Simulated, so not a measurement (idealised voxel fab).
process module | voxel transistor to metal
cross-section cut | 215 nm wide | cells 5 nm
A cross-section is a grid of square cells, given in bands from the top down. A band is one or more rows of cells.
Each band's line starts with the height of the band's top and of its bottom, in nm. Then come its materials from left to right, each with its width in nm. One material with "throughout" fills the band from edge to edge. "air" is empty space.
Height 0 is the level under which the wafer as received is all one material. The lowest band goes on downwards, as in "0 down".
A width such as "30 to 40" changes by the same amount from each row of cells to the next, from the band's top row to its bottom row.
"no change" after a step means that no cell of the cross-section changed.
closed voids: empty space of 8 cells or more with no open way to the top, each as width x height at its distance from the left edge, in nm
after a step's settings: what the simulator itself notes on the step
overlay nm, on a step with a mask: how far to the right of its planned place the mask lay; to the left if negative
Each pair below shows a cross-section before one step and the cross-section after it, down to the lowest band that changed. The line under each pair gives the step between them, with its settings. The pairs can come from different runs of this module on the same starting wafer, so a pair continues from the pair above only where its "before" says so.
before
  0 down: Si throughout
  closed voids: none
after
  5 to 0: SiO2 throughout
  below 0: unchanged
  closed voids: none
the step between: op CONFORMAL_DEP | material SiO2 | thk nm 5
before: the cross-section after the pair above
after
  20 to 5: SiN throughout
  below 5: unchanged
  closed voids: none
the step between: op CONFORMAL_DEP | material SiN | thk nm 15
before: the cross-section after the pair above
after
  20 to 5: air 55 | SiN 100 | air 60
  below 5: unchanged
  closed voids: none
the step between: op MASKED_ETCH | tone cover | mask id ACTIVE | width nm 100 | etch materials SiN | depth nm 15 | overlay nm 0
before: the cross-section after the pair above
after
  20 to 5: air 55 | SiN 100 | air 60
  5 to 0: air 55 | SiO2 100 | air 60
  below 0: unchanged
  closed voids: none
the step between: op MASKED_ETCH | tone cover | mask id ACTIVE | width nm 100 | etch materials SiO2 | depth nm 5 | overlay nm 0
before: the cross-section after the pair above
after
  20 to 5: air 55 | SiN 100 | air 60
  5 to 0: air 55 | SiO2 100 | air 60
  0 to -20: air 55 | Si 100 | air 60
  below -20: unchanged
  closed voids: none
the step between: op MASKED_ETCH | tone cover | mask id ACTIVE | width nm 100 | etch materials Si | depth nm 20 | overlay nm 0
before: the cross-section after the pair above
after
  20 to 5: air 55 | SiN 100 | air 60
  5 to 0: air 55 | SiO2 100 | air 60
  0 to -20: air 55 | SiO2 5 | Si 90 | SiO2 5 | air 60
  -20 to -25: SiO2 60 | Si 90 | SiO2 65
  below -25: unchanged
  closed voids: none
the step between: op OXIDIZE | depth nm 5
before: the cross-section after the pair above
after
  30 to 20: SiO2 throughout
  20 to 5: SiO2 55 | SiN 100 | SiO2 60
  5 to 0: SiO2 throughout
  0 to -25: SiO2 60 | Si 90 | SiO2 65
  below -25: unchanged
  closed voids: none
the step between: op FILL_DEP | material SiO2 | thk nm 10
before: the cross-section after the pair above
after
  20 to 5: SiO2 55 | SiN 100 | SiO2 60
  below 5: unchanged
  closed voids: none
the step between: op CMP | height nm 20
before: the cross-section after the pair above
after
  20 to 10: air 55 | SiN 100 | air 60
  below 10: unchanged
  closed voids: none
the step between: op SELECTIVE_ETCH | etch materials SiO2 | depth nm 10
before: the cross-section after the pair above
after
  10 to 5: SiO2 55 | air 100 | SiO2 60
  below 5: unchanged
  closed voids: none
the step between: op STRIP | etch materials SiN
before: the cross-section after the pair above
after
  5 to 0: SiO2 50 | air 110 | SiO2 55
  below 0: unchanged
  closed voids: none
the step between: op SELECTIVE_ETCH | etch materials SiO2 | depth nm 5
before: the cross-section after the pair above
after
  5 to 0: SiO2 50 | air 110 | SiO2 55
  0 to -5: SiO2 throughout
  below -5: unchanged
  closed voids: none
the step between: op OXIDIZE | depth nm 5
before: the cross-section after the pair above
after
  35 to 30: polySi 50 | air 110 | polySi 55
  30 to 5: polySi throughout
  5 to 0: SiO2 50 | polySi 110 | SiO2 55
  below 0: unchanged
  closed voids: none
the step between: op DIRECTIONAL_DEP | material polySi | thk nm 30
before: the cross-section after the pair above
after
  50 to 45: SiCN 50 | air 110 | SiCN 55
  45 to 35: SiCN throughout
  35 to 30: polySi 50 | SiCN 110 | polySi 55
  below 30: unchanged
  closed voids: none
the step between: op DIRECTIONAL_DEP | material SiCN | thk nm 15
before: the cross-section after the pair above
after
  60 to 55: aC 50 | air 110 | aC 55
  55 to 50: aC throughout
  50 to 45: SiCN 50 | aC 110 | SiCN 55
  below 45: unchanged
  closed voids: none
the step between: op DIRECTIONAL_DEP | material aC | thk nm 10
before: the cross-section after the pair above
after
  85 to 60: air 95 | resist 20 | air 100
  60 to 55: aC 50 | air 45 | resist 20 | air 45 | aC 55
  below 55: unchanged
  closed voids: none
the step between: op PATTERN | tone cover | mask id GATE | material resist | width nm 20 | thk nm 25 | overlay nm 0
before: the cross-section after the pair above
after
  75 to 55: air 95 | resist 20 | air 100
  55 to 50: air 95 | aC 20 | air 100
  50 to 45: SiCN 50 | air 45 | aC 20 | air 45 | SiCN 55
  below 45: unchanged
  closed voids: none
the step between: op DIRECTIONAL_ETCH | etch materials aC | depth nm 10
before: the cross-section after the pair above
after
  55 to 50: air 95 | aC 20 | air 100
  below 50: unchanged
  closed voids: none
the step between: op STRIP | etch materials resist
before: the cross-section after the pair above
after
  55 to 45: air 95 | aC 20 | air 100
  45 to 35: air 95 | SiCN 20 | air 100
  35 to 30: polySi 50 | air 45 | SiCN 20 | air 45 | polySi 55
  below 30: unchanged
  closed voids: none
the step between: op DIRECTIONAL_ETCH | etch materials SiCN | depth nm 25
before: the cross-section after the pair above
after
  55 to 45: air 95 | aC 20 | air 100
  45 to 30: air 95 | SiCN 20 | air 100
  30 to 5: air 95 | polySi 20 | air 100
  5 to 0: SiO2 50 | air 45 | polySi 20 | air 45 | SiO2 55
  below 0: unchanged
  closed voids: none
the step between: op DIRECTIONAL_ETCH | etch materials polySi | depth nm 40
before: the cross-section after the pair above
after
  45 to 30: air 95 | SiCN 20 | air 100
  below 30: unchanged
  closed voids: none
the step between: op STRIP | etch materials aC
before: the cross-section after the pair above
after
  50 to 45: air 90 | SiO2 30 | air 95
  45 to 30: air 90 | SiO2 5 | SiCN 20 | SiO2 5 | air 95
  30 to 10: air 90 | SiO2 5 | polySi 20 | SiO2 5 | air 95
  10 to 5: SiO2 55 | air 35 | SiO2 5 | polySi 20 | SiO2 5 | air 35 | SiO2 60
  5 to 0: SiO2 95 | polySi 20 | SiO2 100
  below 0: unchanged
  closed voids: none
the step between: op CONFORMAL_DEP | material SiO2 | thk nm 5
before: the cross-section after the pair above
after
  45 to 30: air 90 | SiO2 5 | SiCN 20 | SiO2 5 | air 95
  30 to 5: air 90 | SiO2 5 | polySi 20 | SiO2 5 | air 95
  5 to 0: SiO2 55 | air 35 | SiO2 5 | polySi 20 | SiO2 5 | air 35 | SiO2 60
  below 0: unchanged
  closed voids: none
the step between: op DIRECTIONAL_ETCH | etch materials SiO2 | depth nm 5
before: the cross-section after the pair above
after
  55 to 45: air 80 | SiN 50 | air 85
  45 to 30: air 80 | SiN 10 | SiO2 5 | SiCN 20 | SiO2 5 | SiN 10 | air 85
  30 to 15: air 80 | SiN 10 | SiO2 5 | polySi 20 | SiO2 5 | SiN 10 | air 85
  15 to 10: SiN 65 | air 15 | SiN 10 | SiO2 5 | polySi 20 | SiO2 5 | SiN 10 | air 15 | SiN 70
  10 to 5: SiN 90 | SiO2 5 | polySi 20 | SiO2 5 | SiN 95
  5 to 0: SiO2 55 | SiN 35 | SiO2 5 | polySi 20 | SiO2 5 | SiN 35 | SiO2 60
  below 0: unchanged
  closed voids: none
the step between: op CONFORMAL_DEP | material SiN | thk nm 10
before: the cross-section after the pair above
after
  45 to 30: air 80 | SiN 10 | SiO2 5 | SiCN 20 | SiO2 5 | SiN 10 | air 85
  30 to 5: air 80 | SiN 10 | SiO2 5 | polySi 20 | SiO2 5 | SiN 10 | air 85
  5 to 0: SiO2 55 | SiN 10 | air 15 | SiN 10 | SiO2 5 | polySi 20 | SiO2 5 | SiN 10 | air 15 | SiN 10 | SiO2 60
  below 0: unchanged
  closed voids: none
the step between: op DIRECTIONAL_ETCH | etch materials SiN | depth nm 10
before: the cross-section after the pair above
after
  45 to 40: air 80 | SiN 10 | air 5 | SiCN 20 | air 5 | SiN 10 | air 85
  40 to 30: air 80 | SiN 10 | SiO2 5 | SiCN 20 | SiO2 5 | SiN 10 | air 85
  30 to 5: air 80 | SiN 10 | SiO2 5 | polySi 20 | SiO2 5 | SiN 10 | air 85
  5 to 0: air 55 | SiN 10 | air 15 | SiN 10 | SiO2 5 | polySi 20 | SiO2 5 | SiN 10 | air 15 | SiN 10 | air 60
  0 to -5: SiO2 65 | air 15 | SiO2 50 | air 15 | SiO2 70
  below -5: unchanged
  closed voids: none
the step between: op DIRECTIONAL_ETCH | etch materials SiO2 | depth nm 5
before: the cross-section after the pair above
after
  45 to 40: air 80 | SiN 10 | air 5 | SiCN 20 | air 5 | SiN 10 | air 85
  40 to 30: air 80 | SiN 10 | SiO2 5 | SiCN 20 | SiO2 5 | SiN 10 | air 85
  30 to 5: air 80 | SiN 10 | SiO2 5 | polySi 20 | SiO2 5 | SiN 10 | air 85
  5 to 0: air 55 | SiN 10 | air 15 | SiN 10 | SiO2 5 | polySi 20 | SiO2 5 | SiN 10 | air 15 | SiN 10 | air 60
  0 to -5: SiO2 65 | SiGe 15 | SiO2 50 | SiGe 15 | SiO2 70
  below -5: unchanged
  closed voids: none
the step between: op EPI | material SiGe | thk nm 5
before: the cross-section after the pair above
after
  55 to 45: SiO2 throughout
  45 to 30: SiO2 80 | SiN 10 | SiO2 5 | SiCN 20 | SiO2 5 | SiN 10 | SiO2 85
  30 to 5: SiO2 80 | SiN 10 | SiO2 5 | polySi 20 | SiO2 5 | SiN 10 | SiO2 85
  5 to 0: SiO2 55 | SiN 10 | SiO2 15 | SiN 10 | SiO2 5 | polySi 20 | SiO2 5 | SiN 10 | SiO2 15 | SiN 10 | SiO2 60
  below 0: unchanged
  closed voids: none
the step between: op FILL_DEP | material SiO2 | thk nm 10
before: the cross-section after the pair above
after
  45 to 30: SiO2 80 | SiN 10 | SiO2 5 | SiCN 20 | SiO2 5 | SiN 10 | SiO2 85
  below 30: unchanged
  closed voids: none
the step between: op CMP | height nm 45
before: the cross-section after the pair above
after
  60 to 45: SiO2 throughout
  below 45: unchanged
  closed voids: none
the step between: op DIRECTIONAL_DEP | material SiO2 | thk nm 15
before: the cross-section after the pair above
after
  70 to 60: aC throughout
  below 60: unchanged
  closed voids: none
the step between: op DIRECTIONAL_DEP | material aC | thk nm 10
before: the cross-section after the pair above
after
  100 to 70: resist 60 | air 30 | resist 30 | air 30 | resist 65
  below 70: unchanged
  closed voids: none
the step between: op PATTERN | tone open | mask id CONTACT | material resist | width nm 30 | pitch nm 60 | thk nm 30 | overlay nm 0
before: the cross-section after the pair above
after
  90 to 70: resist 60 | air 30 | resist 30 | air 30 | resist 65
  70 to 60: aC 60 | air 30 | aC 30 | air 30 | aC 65
  below 60: unchanged
  closed voids: none
the step between: op DIRECTIONAL_ETCH | etch materials aC | depth nm 10
before: the cross-section after the pair above
after
  70 to 60: aC 60 | air 30 | aC 30 | air 30 | aC 65
  below 60: unchanged
  closed voids: none
the step between: op STRIP | etch materials resist
before: the cross-section after the pair above
after
  70 to 60: aC 60 | air 30 | aC 30 | air 30 | aC 65
  60 to 45: SiO2 60 | air 30 | SiO2 30 | air 30 | SiO2 65
  45 to 30: SiO2 60 | air 20 | SiN 10 | SiO2 5 | SiCN 20 | SiO2 5 | SiN 10 | air 20 | SiO2 65
  30 to 5: SiO2 60 | air 20 | SiN 10 | SiO2 5 | polySi 20 | SiO2 5 | SiN 10 | air 20 | SiO2 65
  5 to 0: SiO2 55 | SiN 10 | air 15 | SiN 10 | SiO2 5 | polySi 20 | SiO2 5 | SiN 10 | air 15 | SiN 10 | SiO2 60
  below 0: unchanged
  closed voids: none
the step between: op DIRECTIONAL_ETCH | etch materials SiO2 | depth nm 60
before: the cross-section after the pair above
after
  60 to 45: SiO2 60 | air 30 | SiO2 30 | air 30 | SiO2 65
  below 45: unchanged
  closed voids: none
the step between: op STRIP | etch materials aC
before: the cross-section after the pair above
after
  65 to 60: TiN 65 | air 20 | TiN 40 | air 20 | TiN 70
  60 to 50: SiO2 60 | TiN 5 | air 20 | TiN 5 | SiO2 30 | TiN 5 | air 20 | TiN 5 | SiO2 65
  50 to 45: SiO2 60 | TiN 5 | air 10 | TiN 15 | SiO2 30 | TiN 15 | air 10 | TiN 5 | SiO2 65
  45 to 30: SiO2 60 | TiN 5 | air 10 | TiN 5 | SiN 10 | SiO2 5 | SiCN 20 | SiO2 5 | SiN 10 | TiN 5 | air 10 | TiN 5 | SiO2 65
  30 to 10: SiO2 60 | TiN 5 | air 10 | TiN 5 | SiN 10 | SiO2 5 | polySi 20 | SiO2 5 | SiN 10 | TiN 5 | air 10 | TiN 5 | SiO2 65
  10 to 5: SiO2 60 | TiN 10 | air 5 | TiN 5 | SiN 10 | SiO2 5 | polySi 20 | SiO2 5 | SiN 10 | TiN 5 | air 5 | TiN 10 | SiO2 65
  5 to 0: SiO2 55 | SiN 10 | TiN 15 | SiN 10 | SiO2 5 | polySi 20 | SiO2 5 | SiN 10 | TiN 15 | SiN 10 | SiO2 60
  below 0: unchanged
  closed voids: none
the step between: op CONFORMAL_DEP | material TiN | thk nm 5
before: the cross-section after the pair above
after
  70 to 65: Ru throughout
  65 to 60: TiN 65 | Ru 20 | TiN 40 | Ru 20 | TiN 70
  60 to 50: SiO2 60 | TiN 5 | Ru 20 | TiN 5 | SiO2 30 | TiN 5 | Ru 20 | TiN 5 | SiO2 65
  50 to 45: SiO2 60 | TiN 5 | Ru 10 | TiN 15 | SiO2 30 | TiN 15 | Ru 10 | TiN 5 | SiO2 65
  45 to 30: SiO2 60 | TiN 5 | Ru 10 | TiN 5 | SiN 10 | SiO2 5 | SiCN 20 | SiO2 5 | SiN 10 | TiN 5 | Ru 10 | TiN 5 | SiO2 65
  30 to 10: SiO2 60 | TiN 5 | Ru 10 | TiN 5 | SiN 10 | SiO2 5 | polySi 20 | SiO2 5 | SiN 10 | TiN 5 | Ru 10 | TiN 5 | SiO2 65
  10 to 5: SiO2 60 | TiN 10 | Ru 5 | TiN 5 | SiN 10 | SiO2 5 | polySi 20 | SiO2 5 | SiN 10 | TiN 5 | Ru 5 | TiN 10 | SiO2 65
  below 5: unchanged
  closed voids: none
the step between: op FILL_DEP | material Ru | thk nm 5
before: the cross-section after the pair above
after
  60 to 50: SiO2 60 | TiN 5 | Ru 20 | TiN 5 | SiO2 30 | TiN 5 | Ru 20 | TiN 5 | SiO2 65
  below 50: unchanged
  closed voids: none
the step between: op CMP | height nm 60
before: the cross-section after the pair above
after
  65 to 60: TiN throughout
  below 60: unchanged
  closed voids: none
the step between: op DIRECTIONAL_DEP | material TiN | thk nm 5
before: the cross-section after the pair above
after
  80 to 65: Ru throughout
  below 65: unchanged
  closed voids: none
the step between: op DIRECTIONAL_DEP | material Ru | thk nm 15
before: the cross-section after the pair above
after
  80 to 65: air 60 | Ru 20 | air 50 | Ru 20 | air 65
  below 65: unchanged
  closed voids: none
the step between: op MASKED_ETCH | tone cover | mask id METAL_1 | width nm 20 | pitch nm 70 | etch materials Ru | depth nm 15 | overlay nm 0
before: the cross-section after the pair above
after
  80 to 65: air 60 | Ru 20 | air 50 | Ru 20 | air 65
  65 to 60: air 60 | TiN 20 | air 50 | TiN 20 | air 65
  below 60: unchanged
  closed voids: none
the step between: op MASKED_ETCH | tone cover | mask id METAL_1 | width nm 20 | pitch nm 70 | etch materials TiN | depth nm 5 | overlay nm 0
before: the cross-section after the pair above
after
  85 to 80: air 55 | SiN 30 | air 40 | SiN 30 | air 60
  80 to 65: air 55 | SiN 5 | Ru 20 | SiN 5 | air 40 | SiN 5 | Ru 20 | SiN 5 | air 60
  65 to 60: SiN 60 | TiN 20 | SiN 50 | TiN 20 | SiN 65
  below 60: unchanged
  closed voids: none
the step between: op CONFORMAL_DEP | material SiN | thk nm 5
before: the cross-section after the pair above
after
  90 to 85: lowk throughout
  85 to 80: lowk 55 | SiN 30 | lowk 40 | SiN 30 | lowk 60
  80 to 65: lowk 55 | SiN 5 | Ru 20 | SiN 5 | lowk 40 | SiN 5 | Ru 20 | SiN 5 | lowk 60
  below 65: unchanged
  closed voids: none
the step between: op FILL_DEP | material lowk | thk nm 5
before: the cross-section after the pair above
after
  80 to 65: lowk 55 | SiN 5 | Ru 20 | SiN 5 | lowk 40 | SiN 5 | Ru 20 | SiN 5 | lowk 60
  below 65: unchanged
  closed voids: none
the step between: op CMP | height nm 80
before: the cross-section after the pair above
after
  85 to 80: SiCN throughout
  below 80: unchanged
  closed voids: none
the step between: op CONFORMAL_DEP | material SiCN | thk nm 5
before: the cross-section after the pair above
after
  110 to 85: SiO2 throughout
  below 85: unchanged
  closed voids: none
the step between: op DIRECTIONAL_DEP | material SiO2 | thk nm 25
before: the cross-section after the pair above
after
  110 to 95: SiO2 60 | air 20 | SiO2 50 | air 20 | SiO2 65
  below 95: unchanged
  closed voids: none
the step between: op MASKED_ETCH | tone open | mask id METAL_2 | width nm 20 | pitch nm 70 | etch materials SiO2 | depth nm 15 | overlay nm 0
before: the cross-section after the pair above
after
  110 to 95: SiO2 60 | air 20 | SiO2 50 | air 20 | SiO2 65
  95 to 85: SiO2 60 | air 15 | SiO2 55 | air 15 | SiO2 70
  below 85: unchanged
  closed voids: none
the step between: op MASKED_ETCH | tone open | mask id METAL_2_HOLES | width nm 15 | pitch nm 70 | etch materials SiO2 | depth nm 10 | overlay nm 0
before: the cross-section after the pair above
after
  110 to 95: SiO2 60 | air 20 | SiO2 50 | air 20 | SiO2 65
  95 to 85: SiO2 60 | air 15 | SiO2 55 | air 15 | SiO2 70
  85 to 80: SiCN 60 | air 15 | SiCN 55 | air 15 | SiCN 70
  below 80: unchanged
  closed voids: none
the step between: op MASKED_ETCH | tone open | mask id METAL_2_HOLES | width nm 15 | pitch nm 70 | etch materials SiCN | depth nm 5 | overlay nm 0
before: the cross-section after the pair above
after
  115 to 110: TiN 65 | air 10 | TiN 60 | air 10 | TiN 70
  110 to 100: SiO2 60 | TiN 5 | air 10 | TiN 5 | SiO2 50 | TiN 5 | air 10 | TiN 5 | SiO2 65
  100 to 95: SiO2 60 | TiN 5 | air 5 | TiN 10 | SiO2 50 | TiN 5 | air 5 | TiN 10 | SiO2 65
  95 to 85: SiO2 60 | TiN 5 | air 5 | TiN 5 | SiO2 55 | TiN 5 | air 5 | TiN 5 | SiO2 70
  85 to 80: SiCN 60 | TiN 15 | SiCN 55 | TiN 15 | SiCN 70
  below 80: unchanged
  closed voids: none
the step between: op CONFORMAL_DEP | material TiN | thk nm 5
before: the cross-section after the pair above
after
  120 to 115: Cu throughout
  115 to 110: TiN 65 | Cu 10 | TiN 60 | Cu 10 | TiN 70
  110 to 100: SiO2 60 | TiN 5 | Cu 10 | TiN 5 | SiO2 50 | TiN 5 | Cu 10 | TiN 5 | SiO2 65
  100 to 95: SiO2 60 | TiN 5 | Cu 5 | TiN 10 | SiO2 50 | TiN 5 | Cu 5 | TiN 10 | SiO2 65
  95 to 85: SiO2 60 | TiN 5 | Cu 5 | TiN 5 | SiO2 55 | TiN 5 | Cu 5 | TiN 5 | SiO2 70
  below 85: unchanged
  closed voids: none
the step between: op FILL_DEP | material Cu | thk nm 5
before: the cross-section after the pair above
after
  110 to 100: SiO2 60 | TiN 5 | Cu 10 | TiN 5 | SiO2 50 | TiN 5 | Cu 10 | TiN 5 | SiO2 65
  below 100: unchanged
  closed voids: none
the step between: op CMP | height nm 110
before: the cross-section after the pair above
after
  115 to 110: SiCN throughout
  below 110: unchanged
  closed voids: none
the step between: op CONFORMAL_DEP | material SiCN | thk nm 5
before
  45 to 30: air 90 | SiO2 5 | SiCN 20 | SiO2 5 | air 95
  30 to 5: air 90 | SiO2 5 | polySi 20 | SiO2 5 | air 95
  5 to 0: SiO2 55 | air 35 | SiO2 5 | polySi 20 | SiO2 5 | air 35 | SiO2 60
  0 to -5: SiO2 throughout
  -5 to -25: SiO2 60 | Si 90 | SiO2 65
  -25 down: Si throughout
  closed voids: none
after
  45 to 40: air 95 | SiCN 20 | air 100
  40 to 30: air 90 | SiO2 5 | SiCN 20 | SiO2 5 | air 95
  30 to 0: air 90 | SiO2 5 | polySi 20 | SiO2 5 | air 95
  0 to -5: SiO2 55 | air 35 | SiO2 30 | air 35 | SiO2 60
  below -5: unchanged
  closed voids: none
the step between: op DIRECTIONAL_ETCH | etch materials SiO2 | depth nm 5
before: the cross-section after the pair above
after
  45 to 40: air 95 | SiCN 20 | air 100
  40 to 30: air 90 | SiO2 5 | SiCN 20 | SiO2 5 | air 95
  30 to 0: air 90 | SiO2 5 | polySi 20 | SiO2 5 | air 95
  0 to -5: SiO2 55 | SiGe 35 | SiO2 30 | SiGe 35 | SiO2 60
  below -5: unchanged
  closed voids: none
the step between: op EPI | material SiGe | thk nm 5
before: the cross-section after the pair above
after
  55 to 45: SiO2 throughout
  45 to 30: SiO2 95 | SiCN 20 | SiO2 100
  30 to 0: SiO2 95 | polySi 20 | SiO2 100
  below 0: unchanged
  closed voids: none
the step between: op FILL_DEP | material SiO2 | thk nm 10
before: the cross-section after the pair above
after
  45 to 30: SiO2 95 | SiCN 20 | SiO2 100
  below 30: unchanged
  closed voids: none
the step between: op CMP | height nm 45
before: the cross-section after the pair above
after
  60 to 45: SiO2 throughout
  below 45: unchanged
  closed voids: none
the step between: op DIRECTIONAL_DEP | material SiO2 | thk nm 15
before: the cross-section after the pair above
after
  70 to 60: aC throughout
  below 60: unchanged
  closed voids: none
the step between: op DIRECTIONAL_DEP | material aC | thk nm 10
before: the cross-section after the pair above
after
  100 to 70: resist 60 | air 30 | resist 30 | air 30 | resist 65
  below 70: unchanged
  closed voids: none
the step between: op PATTERN | tone open | mask id CONTACT | material resist | width nm 30 | pitch nm 60 | thk nm 30 | overlay nm 0
before: the cross-section after the pair above
after
  90 to 70: resist 60 | air 30 | resist 30 | air 30 | resist 65
  70 to 60: aC 60 | air 30 | aC 30 | air 30 | aC 65
  below 60: unchanged
  closed voids: none
the step between: op DIRECTIONAL_ETCH | etch materials aC | depth nm 10
before: the cross-section after the pair above
after
  70 to 60: aC 60 | air 30 | aC 30 | air 30 | aC 65
  below 60: unchanged
  closed voids: none
the step between: op STRIP | etch materials resist
before: the cross-section after the pair above
after
  70 to 60: aC 60 | air 30 | aC 30 | air 30 | aC 65
  60 to 45: SiO2 60 | air 30 | SiO2 30 | air 30 | SiO2 65
  45 to 30: SiO2 60 | air 30 | SiO2 5 | SiCN 20 | SiO2 5 | air 30 | SiO2 65
  30 to 0: SiO2 60 | air 30 | SiO2 5 | polySi 20 | SiO2 5 | air 30 | SiO2 65
  below 0: unchanged
  closed voids: none
the step between: op DIRECTIONAL_ETCH | etch materials SiO2 | depth nm 60
before: the cross-section after the pair above
after
  60 to 45: SiO2 60 | air 30 | SiO2 30 | air 30 | SiO2 65
  below 45: unchanged
  closed voids: none
the step between: op STRIP | etch materials aC
before: the cross-section after the pair above
after
  65 to 60: TiN 65 | air 20 | TiN 40 | air 20 | TiN 70
  60 to 45: SiO2 60 | TiN 5 | air 20 | TiN 5 | SiO2 30 | TiN 5 | air 20 | TiN 5 | SiO2 65
  45 to 30: SiO2 60 | TiN 5 | air 20 | TiN 5 | SiO2 5 | SiCN 20 | SiO2 5 | TiN 5 | air 20 | TiN 5 | SiO2 65
  30 to 5: SiO2 60 | TiN 5 | air 20 | TiN 5 | SiO2 5 | polySi 20 | SiO2 5 | TiN 5 | air 20 | TiN 5 | SiO2 65
  5 to 0: SiO2 60 | TiN 30 | SiO2 5 | polySi 20 | SiO2 5 | TiN 30 | SiO2 65
  below 0: unchanged
  closed voids: none
the step between: op CONFORMAL_DEP | material TiN | thk nm 5
before: the cross-section after the pair above
after
  70 to 65: Ru throughout
  65 to 60: TiN 65 | Ru 20 | TiN 40 | Ru 20 | TiN 70
  60 to 45: SiO2 60 | TiN 5 | Ru 20 | TiN 5 | SiO2 30 | TiN 5 | Ru 20 | TiN 5 | SiO2 65
  45 to 30: SiO2 60 | TiN 5 | Ru 20 | TiN 5 | SiO2 5 | SiCN 20 | SiO2 5 | TiN 5 | Ru 20 | TiN 5 | SiO2 65
  30 to 5: SiO2 60 | TiN 5 | Ru 20 | TiN 5 | SiO2 5 | polySi 20 | SiO2 5 | TiN 5 | Ru 20 | TiN 5 | SiO2 65
  below 5: unchanged
  closed voids: none
the step between: op FILL_DEP | material Ru | thk nm 5
before: the cross-section after the pair above
after
  60 to 45: SiO2 60 | TiN 5 | Ru 20 | TiN 5 | SiO2 30 | TiN 5 | Ru 20 | TiN 5 | SiO2 65
  below 45: unchanged
  closed voids: none
the step between: op CMP | height nm 60
before: the cross-section after the pair above
after
  65 to 60: TiN throughout
  below 60: unchanged
  closed voids: none
the step between: op DIRECTIONAL_DEP | material TiN | thk nm 5
before: the cross-section after the pair above
after
  80 to 65: Ru throughout
  below 65: unchanged
  closed voids: none
the step between: op DIRECTIONAL_DEP | material Ru | thk nm 15
before: the cross-section after the pair above
after
  80 to 65: air 60 | Ru 20 | air 50 | Ru 20 | air 65
  below 65: unchanged
  closed voids: none
the step between: op MASKED_ETCH | tone cover | mask id METAL_1 | width nm 20 | pitch nm 70 | etch materials Ru | depth nm 15 | overlay nm 0
before: the cross-section after the pair above
after
  80 to 65: air 60 | Ru 20 | air 50 | Ru 20 | air 65
  65 to 60: air 60 | TiN 20 | air 50 | TiN 20 | air 65
  below 60: unchanged
  closed voids: none
the step between: op MASKED_ETCH | tone cover | mask id METAL_1 | width nm 20 | pitch nm 70 | etch materials TiN | depth nm 5 | overlay nm 0
before: the cross-section after the pair above
after
  85 to 80: air 55 | SiN 30 | air 40 | SiN 30 | air 60
  80 to 65: air 55 | SiN 5 | Ru 20 | SiN 5 | air 40 | SiN 5 | Ru 20 | SiN 5 | air 60
  65 to 60: SiN 60 | TiN 20 | SiN 50 | TiN 20 | SiN 65
  below 60: unchanged
  closed voids: none
the step between: op CONFORMAL_DEP | material SiN | thk nm 5
before: the cross-section after the pair above
after
  90 to 85: lowk throughout
  85 to 80: lowk 55 | SiN 30 | lowk 40 | SiN 30 | lowk 60
  80 to 65: lowk 55 | SiN 5 | Ru 20 | SiN 5 | lowk 40 | SiN 5 | Ru 20 | SiN 5 | lowk 60
  below 65: unchanged
  closed voids: none
the step between: op FILL_DEP | material lowk | thk nm 5
before: the cross-section after the pair above
after
  80 to 65: lowk 55 | SiN 5 | Ru 20 | SiN 5 | lowk 40 | SiN 5 | Ru 20 | SiN 5 | lowk 60
  below 65: unchanged
  closed voids: none
the step between: op CMP | height nm 80
before: the cross-section after the pair above
after
  85 to 80: SiCN throughout
  below 80: unchanged
  closed voids: none
the step between: op CONFORMAL_DEP | material SiCN | thk nm 5
before: the cross-section after the pair above
after
  110 to 85: SiO2 throughout
  below 85: unchanged
  closed voids: none
the step between: op DIRECTIONAL_DEP | material SiO2 | thk nm 25
before: the cross-section after the pair above
after
  110 to 95: SiO2 60 | air 20 | SiO2 50 | air 20 | SiO2 65
  below 95: unchanged
  closed voids: none
the step between: op MASKED_ETCH | tone open | mask id METAL_2 | width nm 20 | pitch nm 70 | etch materials SiO2 | depth nm 15 | overlay nm 0
before: the cross-section after the pair above
after
  110 to 95: SiO2 60 | air 20 | SiO2 50 | air 20 | SiO2 65
  95 to 85: SiO2 60 | air 15 | SiO2 55 | air 15 | SiO2 70
  below 85: unchanged
  closed voids: none
the step between: op MASKED_ETCH | tone open | mask id METAL_2_HOLES | width nm 15 | pitch nm 70 | etch materials SiO2 | depth nm 10 | overlay nm 0
before: the cross-section after the pair above
after
  110 to 95: SiO2 60 | air 20 | SiO2 50 | air 20 | SiO2 65
  95 to 85: SiO2 60 | air 15 | SiO2 55 | air 15 | SiO2 70
  85 to 80: SiCN 60 | air 15 | SiCN 55 | air 15 | SiCN 70
  below 80: unchanged
  closed voids: none
the step between: op MASKED_ETCH | tone open | mask id METAL_2_HOLES | width nm 15 | pitch nm 70 | etch materials SiCN | depth nm 5 | overlay nm 0
before: the cross-section after the pair above
after
  115 to 110: TiN 65 | air 10 | TiN 60 | air 10 | TiN 70
  110 to 100: SiO2 60 | TiN 5 | air 10 | TiN 5 | SiO2 50 | TiN 5 | air 10 | TiN 5 | SiO2 65
  100 to 95: SiO2 60 | TiN 5 | air 5 | TiN 10 | SiO2 50 | TiN 5 | air 5 | TiN 10 | SiO2 65
  95 to 85: SiO2 60 | TiN 5 | air 5 | TiN 5 | SiO2 55 | TiN 5 | air 5 | TiN 5 | SiO2 70
  85 to 80: SiCN 60 | TiN 15 | SiCN 55 | TiN 15 | SiCN 70
  below 80: unchanged
  closed voids: none
the step between: op CONFORMAL_DEP | material TiN | thk nm 5
before: the cross-section after the pair above
after
  120 to 115: Cu throughout
  115 to 110: TiN 65 | Cu 10 | TiN 60 | Cu 10 | TiN 70
  110 to 100: SiO2 60 | TiN 5 | Cu 10 | TiN 5 | SiO2 50 | TiN 5 | Cu 10 | TiN 5 | SiO2 65
  100 to 95: SiO2 60 | TiN 5 | Cu 5 | TiN 10 | SiO2 50 | TiN 5 | Cu 5 | TiN 10 | SiO2 65
  95 to 85: SiO2 60 | TiN 5 | Cu 5 | TiN 5 | SiO2 55 | TiN 5 | Cu 5 | TiN 5 | SiO2 70
  below 85: unchanged
  closed voids: none
the step between: op FILL_DEP | material Cu | thk nm 5
before: the cross-section after the pair above
after
  110 to 100: SiO2 60 | TiN 5 | Cu 10 | TiN 5 | SiO2 50 | TiN 5 | Cu 10 | TiN 5 | SiO2 65
  below 100: unchanged
  closed voids: none
the step between: op CMP | height nm 110
before: the cross-section after the pair above
after
  115 to 110: SiCN throughout
  below 110: unchanged
  closed voids: none
the step between: op CONFORMAL_DEP | material SiCN | thk nm 5
